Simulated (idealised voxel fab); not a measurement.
process module | voxel capacitor over wiring
FYI the section here is cut, 290 nm wide, cells are 5 nm squares.
This document writes a cross-section as a grid whose cells are square, and gives it as bands, listed from the top down; one or more rows of cells form a band. For a band, the entry starts with two heights in nm, that of the top and then that of the bottom, and carries on with the band's materials in order from left to right, each alongside its width in nm; the word "edge to edge" beside a single material means it fills the band edge to edge, and "blank" means empty space. For the purposes of this specification, 0 denotes the height below which the wafer in its as-received condition is composed wholly of one material, and the lowermost band, lacking a lower limit, extends downward without end, as expressed in "0 -> down". Note: "30->40" means the width goes from the first number (top row of the band) to the second number (bottom row) in equal steps per row of cells. "identical to before" (step): cross-section cells unchanged, all of them. Enclosed voids (no open way to top), threshold 8 cells or more, entry "Enclosed void catalog", notation width x height at distance, distance from left edge, nm. Note: text after step settings on the step line = simulator remark on that step. overlay nm: on a step with a mask, how far right of its planned place the mask lay; negative means left.

# These are the steps we planned for the process
- 1: op RECEIVE | material Si
- 2: op CONFORMAL_DEP | material SiO2 | thk nm 10
- 3: op CONFORMAL_DEP | material SiCN | thk nm 5
- 4: op DIRECTIONAL_DEP | material lowk | thk nm 15
- 5: op MASKED_ETCH | tone open | mask id METAL_1 | width nm 30 | pitch nm 100 | etch materials lowk | depth nm 15 | overlay nm 0
- 6: op MASKED_ETCH | tone open | mask id METAL_1 | width nm 20 | pitch nm 100 | etch materials SiCN | depth nm 5 | overlay nm 0
- 7: op CONFORMAL_DEP | material TiN | thk nm 5
- 8: op FILL_DEP | material Ru | thk nm 10
- 9: op CMP | height nm 30
- 10: op CONFORMAL_DEP | material SiCN | thk nm 5
- 11: op DIRECTIONAL_DEP | material lowk | thk nm 15
- 12: op DIRECTIONAL_DEP | material aC | thk nm 15
- 13: op PATTERN | tone open | mask id PLUG_1 | material resist | width nm 15 | thk nm 30 | overlay nm 0
- 14: op DIRECTIONAL_ETCH | etch materials aC | depth nm 15
- 15: op STRIP | etch materials resist
- 16: op DIRECTIONAL_ETCH | etch materials lowk | depth nm 15
- 17: op DIRECTIONAL_ETCH | etch materials SiCN | depth nm 5
- 18: op STRIP | etch materials aC
- 19: op EPI | material Ru | thk nm 10
- 20: op EPI | material Ru | thk nm 10
- 21: op DIRECTIONAL_DEP | material TiN | thk nm 5
- 22: op DIRECTIONAL_DEP | material Al2O3 | thk nm 5
- 23: op DIRECTIONAL_DEP | material TiN | thk nm 10
- 24: op MASKED_ETCH | tone cover | mask id UPPER_PLATE | width nm 75 | etch materials TiN | depth nm 10 | overlay nm 0
- 25: op MASKED_ETCH | tone cover | mask id UPPER_PLATE | width nm 75 | etch materials Al2O3 | depth nm 5 | overlay nm 0
- 26: op DIRECTIONAL_DEP | material aC | thk nm 15
- 27: op PATTERN | tone cover | mask id LOWER_PLATE | material resist | width nm 85 | thk nm 35 | overlay nm 0
- 28: op DIRECTIONAL_ETCH | etch materials aC | depth nm 15
- 29: op STRIP | etch materials resist
- 30: op DIRECTIONAL_ETCH | etch materials TiN | depth nm 5
- 31: op STRIP | etch materials aC
- 32: op FILL_DEP | material SiO2 | thk nm 15
- 33: op CMP | height nm 80
- 34: op PATTERN | tone open | mask id PLUG_2 | material resist | width nm 15 | thk nm 15 | overlay nm 0
- 35: op DIRECTIONAL_ETCH | etch materials SiO2 | depth nm 10
- 36: op STRIP | etch materials resist
- 37: op CONFORMAL_DEP | material TiN | thk nm 5
- 38: op FILL_DEP | material Cu | thk nm 10
- 39: op CMP | height nm 80
- 40: op CONFORMAL_DEP | material SiN | thk nm 5
Keep in mind the plan's value for the width nm of step 6 comes from the first wafer; the wafers don't share that setting, but they do share the same starting point.

# So this is the first of several wafers, cross-sectioned as it came to us, meaning it's at the end of step 1
    0 -> down: Si edge to edge
    Enclosed void catalog: none

# Last step of the module is step 40; after it, the first of several wafers in cross-section
    85 -> 80: SiN edge to edge
    80 -> 75: SiO2 105 nm; TiN 5 nm; Cu 5 nm; TiN 5 nm; SiO2 170 nm
    75 -> 70: SiO2 105 nm; TiN 15 nm; SiO2 170 nm
    70 -> 60: SiO2 95 nm; TiN 75 nm; SiO2 120 nm
    60 -> 55: SiO2 95 nm; Al2O3 75 nm; SiO2 120 nm
    55 -> 50: SiO2 90 nm; TiN 85 nm; SiO2 115 nm
    50 -> 35: lowk 95 nm; Ru 15 nm; lowk 180 nm
    35 -> 30: SiCN 95 nm; Ru 15 nm; SiCN 180 nm
    30 -> 20: lowk 80 nm; TiN 5 nm; Ru 20 nm; TiN 5 nm; lowk 70 nm; TiN 5 nm; Ru 20 nm; TiN 5 nm; lowk 80 nm
    20 -> 15: lowk 80 nm; TiN 10 nm; Ru 10 nm; TiN 10 nm; lowk 70 nm; TiN 10 nm; Ru 10 nm; TiN 10 nm; lowk 80 nm
    15 -> 10: SiCN 85 nm; TiN 20 nm; SiCN 80 nm; TiN 20 nm; SiCN 85 nm
    10 -> 0: SiO2 edge to edge
    0 -> down: Si edge to edge
    Enclosed void catalog: none

# last wafer at the end
    85 -> 80: SiN edge to edge
    80 -> 75: SiO2 105 nm; TiN 5 nm; Cu 5 nm; TiN 5 nm; SiO2 170 nm
    75 -> 70: SiO2 105 nm; TiN 15 nm; SiO2 170 nm
    70 -> 60: SiO2 95 nm; TiN 75 nm; SiO2 120 nm
    60 -> 55: SiO2 95 nm; Al2O3 75 nm; SiO2 120 nm
    55 -> 50: SiO2 90 nm; TiN 85 nm; SiO2 115 nm
    50 -> 35: lowk 95 nm; Ru 15 nm; lowk 180 nm
    35 -> 30: SiCN 95 nm; Ru 15 nm; SiCN 180 nm
    30 -> 15: lowk 80 nm; TiN 5 nm; Ru 20 nm; TiN 5 nm; lowk 70 nm; TiN 5 nm; Ru 20 nm; TiN 5 nm; lowk 80 nm
    15 -> 10: SiCN 80 nm; TiN 30 nm; SiCN 70 nm; TiN 30 nm; SiCN 80 nm
    10 -> 0: SiO2 edge to edge
    0 -> down: Si edge to edge
    Enclosed void catalog: none

# Tabulated below, wafer by wafer, are the end-of-module results: for each material, the number of cells gained (+) or lost (-) relative to the as-received state, followed by the closed voids
width nm 20; +15 Al2O3; +1 Cu; +32 Ru; +105 SiCN; +58 SiN; +396 SiO2; +76 TiN; +303 lowk; Enclosed void catalog: none
width nm 25; +15 Al2O3; +1 Cu; +34 Ru; +103 SiCN; +58 SiN; +396 SiO2; +76 TiN; +303 lowk; Enclosed void catalog: none
width nm 30; +15 Al2O3; +1 Cu; +36 Ru; +101 SiCN; +58 SiN; +396 SiO2; +76 TiN; +303 lowk; Enclosed void catalog: none
width nm 35; +15 Al2O3; +1 Cu; +36 Ru; +101 SiCN; +58 SiN; +396 SiO2; +76 TiN; +303 lowk; Enclosed void catalog: none
width nm 40; +15 Al2O3; +1 Cu; +36 Ru; +101 SiCN; +58 SiN; +396 SiO2; +76 TiN; +303 lowk; Enclosed void catalog: none
width nm 45; +15 Al2O3; +1 Cu; +36 Ru; +101 SiCN; +58 SiN; +396 SiO2; +76 TiN; +303 lowk; Enclosed void catalog: none
